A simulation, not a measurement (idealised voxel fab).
The document below concerns the process module designated voxel self aligned vias.
In the cross-section labelled cut, the width is 235 nm and each square cell is 5 nm.
Cross-section format: a grid of square cells, given as bands from top to bottom; each band is one or more rows of cells.
Read a band's entry like this: the first values are the height of its top and the height of its bottom in nm, and what follows is the sequence of materials from left to right, each with its width in nm. Note that "blank" is empty space, and that a single material marked "throughout" reaches across the band from edge to edge.
The reference from which all heights are counted is 0, the level beneath which the as-received wafer is entirely one material; the lowest band, having no lower bound, proceeds downward and is written after the example "0 nm and below".
Width "30 to 40": first value at the band's top row of cells, second value at its bottom row, equal change from row to row.
You'll sometimes find "all unchanged" written for a step, and that's the way of saying that nowhere in the cross-section did a cell change during that step.
"Closed void listing" enumerates empty spaces isolated from the top, with no open way to it, that contain at least 8 cells, giving each as width x height at distance from the left edge, all three in nm.
If you see something after the settings on a step's line, that's the simulator's own remark about that step.
The optional step-line setting "overlay nm" applies to steps with a mask and quantifies how far to the right of its planned location the mask lay, a negative value indicating leftward placement.
The following list gives the planned process steps:
1. RECEIVE: material Si
2. CONFORMAL_DEP: material SiO2, thk nm 10
3. CONFORMAL_DEP: material SiCN, thk nm 5
4. DIRECTIONAL_DEP: material lowk, thk nm 30
5. DIRECTIONAL_DEP: material aC, thk nm 10
6. PATTERN: tone open, mask id LINES, material resist, width nm 20, pitch nm 45, thk nm 25, overlay nm 0
7. DIRECTIONAL_ETCH: etch materials aC, depth nm 10
8. STRIP: etch materials resist
9. DIRECTIONAL_ETCH: etch materials lowk, depth nm 30
10. STRIP: etch materials aC
11. CONFORMAL_DEP: material TiN, thk nm 5
12. FILL_DEP: material W, thk nm 5
13. CMP: height nm 45
14. SELECTIVE_ETCH: etch materials W Ru TiN, depth nm 10
15. FILL_DEP: material SiN, thk nm 10
16. CMP: height nm 45
17. DIRECTIONAL_DEP: material lowk, thk nm 20
18. MASKED_ETCH: tone open, mask id VIAS, width nm 30, etch materials lowk, depth nm 20, overlay nm 0
19. MASKED_ETCH: tone open, mask id VIAS, width nm 30, etch materials SiN, depth nm 10, overlay nm 0
20. CONFORMAL_DEP: material TiN, thk nm 5
21. FILL_DEP: material Cu, thk nm 5
22. CMP: height nm 65
23. CONFORMAL_DEP: material SiCN, thk nm 5
This is the cross-section of the wafer as we received it, i.e. after step 1:
- 0 nm and below = Si throughout
- Closed void listing: none
The first of the two wafers as seen in cross-section once the module was finished; processing followed the plan:
- 70 nm to 65 nm = SiCN throughout
- 65 nm to 50 nm = lowk 80 nm | TiN 5 nm | Cu 20 nm | TiN 5 nm | lowk 125 nm
- 50 nm to 45 nm = lowk 80 nm | TiN 10 nm | Cu 10 nm | TiN 10 nm | lowk 125 nm
- 45 nm to 40 nm = lowk 85 nm | TiN 5 nm | Cu 10 nm | TiN 5 nm | lowk 25 nm | SiN 20 nm | lowk 85 nm
- 40 nm to 35 nm = lowk 85 nm | TiN 20 nm | lowk 25 nm | SiN 20 nm | lowk 85 nm
- 35 nm to 20 nm = lowk 85 nm | TiN 5 nm | W 10 nm | TiN 5 nm | lowk 25 nm | TiN 5 nm | W 10 nm | TiN 5 nm | lowk 85 nm
- 20 nm to 15 nm = lowk 85 nm | TiN 20 nm | lowk 25 nm | TiN 20 nm | lowk 85 nm
- 15 nm to 10 nm = SiCN throughout
- 10 nm to 0 nm = SiO2 throughout
- 0 nm and below = Si throughout
- Closed void listing: none
Second wafer through the module, sectioned at the end: same beginning and same plan as the first wafer, with one mistake in carrying it out:
- 70 nm to 65 nm = SiCN throughout
- 65 nm to 50 nm = lowk 80 nm | SiO2 5 nm | Cu 20 nm | SiO2 5 nm | lowk 125 nm
- 50 nm to 45 nm = lowk 80 nm | SiO2 10 nm | Cu 10 nm | SiO2 10 nm | lowk 125 nm
- 45 nm to 40 nm = lowk 85 nm | SiO2 5 nm | Cu 10 nm | SiO2 5 nm | lowk 25 nm | SiN 20 nm | lowk 85 nm
- 40 nm to 35 nm = lowk 85 nm | SiO2 20 nm | lowk 25 nm | SiN 20 nm | lowk 85 nm
- 35 nm to 20 nm = lowk 85 nm | TiN 5 nm | W 10 nm | TiN 5 nm | lowk 25 nm | TiN 5 nm | W 10 nm | TiN 5 nm | lowk 85 nm
- 20 nm to 15 nm = lowk 85 nm | TiN 20 nm | lowk 25 nm | TiN 20 nm | lowk 85 nm
- 15 nm to 10 nm = SiCN throughout
- 10 nm to 0 nm = SiO2 throughout
- 0 nm and below = Si throughout
- Closed void listing: none
The plan and the run diverged here: so step 20 ended up running with a different setting than we planned, it ran as CONFORMAL_DEP: material SiO2, thk nm 5
Counted in cells at the end, the second wafer holds more or fewer of these materials than the first: SiO2 +16 | TiN -16
